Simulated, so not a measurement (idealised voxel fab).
Name of the process module below: voxel spacer lines
Xsec cut, 225 nm wide, square cell size 5 nm.
Cross-sections here: square-cell grids, written as top-down lists of bands, a band being one or more rows of cells. The band entry comprises the height of the band's top followed by the height of its bottom, expressed in nm, and subsequently the band's materials from left to right, each stated together with its width in nm. Where a single material is marked with the word "all across", that material fills the band from edge to edge. The word "empty" represents empty space. Heights are reckoned from 0. Under this level, the received wafer is all of one material. The bottommost band is open-ended downward, for example "0..down". The notation "30..40" denotes a width that varies across the rows of cells in the band, beginning at the first number in the top row, finishing at the second number in the bottom row, and changing by an identical amount from each row to the next. You'll sometimes find "same as before" written for a step, and that's the way of saying that nowhere in the cross-section did a cell change during that step. What "Unvented internal voids" gives you is every empty space of 8 cells or more that is cut off from the top. Each appears as width x height at distance, with the distance taken from the left edge and width, height and distance all in nm. On each step's line, the part that comes after the settings is the simulator's own comment on the step. The line of a step may include "overlay nm". On a step with a mask, this value is how far to the right of its planned place the mask lay. A negative value means the mask lay to the left.
The process steps that were planned are listed below
step 1: RECEIVE: material Si
step 2: CONFORMAL_DEP: material Al2O3, thk nm 10
step 3: DIRECTIONAL_DEP: material TiN, thk nm 15
step 4: DIRECTIONAL_DEP: material polySi, thk nm 20
step 5: PATTERN: tone cover, mask id MANDREL, material resist, width nm 25, pitch nm 80, thk nm 30, overlay nm 0
step 6: DIRECTIONAL_ETCH: etch materials polySi, depth nm 20
step 7: STRIP: etch materials resist
step 8: CONFORMAL_DEP: material SiO2, thk nm 15
step 9: DIRECTIONAL_ETCH: etch materials SiO2, depth nm 15
step 10: STRIP: etch materials polySi
step 11: DIRECTIONAL_ETCH: etch materials TiN, depth nm 15
step 12: STRIP: etch materials SiO2
step 13: FILL_DEP: material lowk, thk nm 10
step 14: CMP: height nm 25
The first of the two wafers, which ran as planned
Incoming wafer in cross-section (state: after step 1)
  0..down | Si all across
  Unvented internal voids: none
Cross-section through the wafer, step 2 finished
  10..0 | Al2O3 all across
  Anything lower than 0 is untouched.
Cross-section through the wafer, step 3 finished
  25..10 | TiN all across
  Anything lower than 10 is untouched.
Cross-section through the wafer, step 4 finished
  45..25 | polySi all across
  Anything lower than 25 is untouched.
Cross-section through the wafer, step 5 finished
  75..45 | empty (60) / resist (25) / empty (55) / resist (25) / empty (60)
  Anything lower than 45 is untouched.
Cross-section through the wafer, step 6 finished
  75..45 | empty (60) / resist (25) / empty (55) / resist (25) / empty (60)
  45..25 | empty (60) / polySi (25) / empty (55) / polySi (25) / empty (60)
  Anything lower than 25 is untouched.
Cross-section through the wafer, step 7 finished
  45..25 | empty (60) / polySi (25) / empty (55) / polySi (25) / empty (60)
  Anything lower than 25 is untouched.
Cross-section through the wafer, step 8 finished
  60..45 | empty (45) / SiO2 (55) / empty (25) / SiO2 (55) / empty (45)
  45..40 | empty (45) / SiO2 (15) / polySi (25) / SiO2 (15) / empty (25) / SiO2 (15) / polySi (25) / SiO2 (15) / empty (45)
  40..25 | SiO2 (60) / polySi (25) / SiO2 (55) / polySi (25) / SiO2 (60)
  Anything lower than 25 is untouched.
Cross-section through the wafer, step 9 finished
  45..25 | empty (45) / SiO2 (15) / polySi (25) / SiO2 (15) / empty (25) / SiO2 (15) / polySi (25) / SiO2 (15) / empty (45)
  Anything lower than 25 is untouched.
Cross-section through the wafer, step 10 finished
  45..25 | empty (45) / SiO2 (15) / empty (25) / SiO2 (15) / empty (25) / SiO2 (15) / empty (25) / SiO2 (15) / empty (45)
  Anything lower than 25 is untouched.
Cross-section through the wafer, step 11 finished
  45..25 | empty (45) / SiO2 (15) / empty (25) / SiO2 (15) / empty (25) / SiO2 (15) / empty (25) / SiO2 (15) / empty (45)
  25..10 | empty (45) / TiN (15) / empty (25) / TiN (15) / empty (25) / TiN (15) / empty (25) / TiN (15) / empty (45)
  Anything lower than 10 is untouched.
Cross-section through the wafer, step 12 finished
  25..10 | empty (45) / TiN (15) / empty (25) / TiN (15) / empty (25) / TiN (15) / empty (25) / TiN (15) / empty (45)
  Anything lower than 10 is untouched.
Cross-section through the wafer, step 13 finished
  35..25 | lowk all across
  25..10 | lowk (45) / TiN (15) / lowk (25) / TiN (15) / lowk (25) / TiN (15) / lowk (25) / TiN (15) / lowk (45)
  Anything lower than 10 is untouched.
Cross-section through the wafer, step 14 finished
  25..10 | lowk (45) / TiN (15) / lowk (25) / TiN (15) / lowk (25) / TiN (15) / lowk (25) / TiN (15) / lowk (45)
  Anything lower than 10 is untouched.
It is to be noted that the second wafer proceeded from the same initial state and according to the same plan as the first, although one mistake was committed in its execution; through step 1, inclusive, the two wafers share an identical history
Look at the second wafer in cross-section at the time step 2 ought to have finished: same as before
Look at the second wafer in cross-section at the time step 3 ought to have finished
  15..0 | TiN all across
  Anything lower than 0 is untouched.
Look at the second wafer in cross-section at the time step 4 ought to have finished
  35..15 | polySi all across
  Anything lower than 15 is untouched.
Look at the second wafer in cross-section at the time step 5 ought to have finished
  65..35 | empty (60) / resist (25) / empty (55) / resist (25) / empty (60)
  Anything lower than 35 is untouched.
Look at the second wafer in cross-section at the time step 6 ought to have finished
  65..35 | empty (60) / resist (25) / empty (55) / resist (25) / empty (60)
  35..15 | empty (60) / polySi (25) / empty (55) / polySi (25) / empty (60)
  Anything lower than 15 is untouched.
Look at the second wafer in cross-section at the time step 7 ought to have finished
  35..15 | empty (60) / polySi (25) / empty (55) / polySi (25) / empty (60)
  Anything lower than 15 is untouched.
Look at the second wafer in cross-section at the time step 8 ought to have finished
  50..35 | empty (45) / SiO2 (55) / empty (25) / SiO2 (55) / empty (45)
  35..30 | empty (45) / SiO2 (15) / polySi (25) / SiO2 (15) / empty (25) / SiO2 (15) / polySi (25) / SiO2 (15) / empty (45)
  30..15 | SiO2 (60) / polySi (25) / SiO2 (55) / polySi (25) / SiO2 (60)
  Anything lower than 15 is untouched.
Look at the second wafer in cross-section at the time step 9 ought to have finished
  35..15 | empty (45) / SiO2 (15) / polySi (25) / SiO2 (15) / empty (25) / SiO2 (15) / polySi (25) / SiO2 (15) / empty (45)
  Anything lower than 15 is untouched.
Look at the second wafer in cross-section at the time step 10 ought to have finished
  35..15 | empty (45) / SiO2 (15) / empty (25) / SiO2 (15) / empty (25) / SiO2 (15) / empty (25) / SiO2 (15) / empty (45)
  Anything lower than 15 is untouched.
Look at the second wafer in cross-section at the time step 11 ought to have finished
  35..15 | empty (45) / SiO2 (15) / empty (25) / SiO2 (15) / empty (25) / SiO2 (15) / empty (25) / SiO2 (15) / empty (45)
  15..0 | empty (45) / TiN (15) / empty (25) / TiN (15) / empty (25) / TiN (15) / empty (25) / TiN (15) / empty (45)
  Anything lower than 0 is untouched.
Look at the second wafer in cross-section at the time step 12 ought to have finished
  15..0 | empty (45) / TiN (15) / empty (25) / TiN (15) / empty (25) / TiN (15) / empty (25) / TiN (15) / empty (45)
  Anything lower than 0 is untouched.
Look at the second wafer in cross-section at the time step 13 ought to have finished
  25..15 | lowk all across
  15..0 | lowk (45) / TiN (15) / lowk (25) / TiN (15) / lowk (25) / TiN (15) / lowk (25) / TiN (15) / lowk (45)
  Anything lower than 0 is untouched.
Look at the second wafer in cross-section at the time step 14 ought to have finished: same as before
Diagnosis: step 2 of the plan did not run at all; it was left out
At the finish, the second wafer shows more or fewer cells for some materials than the first does: Al2O3 -90, lowk +90
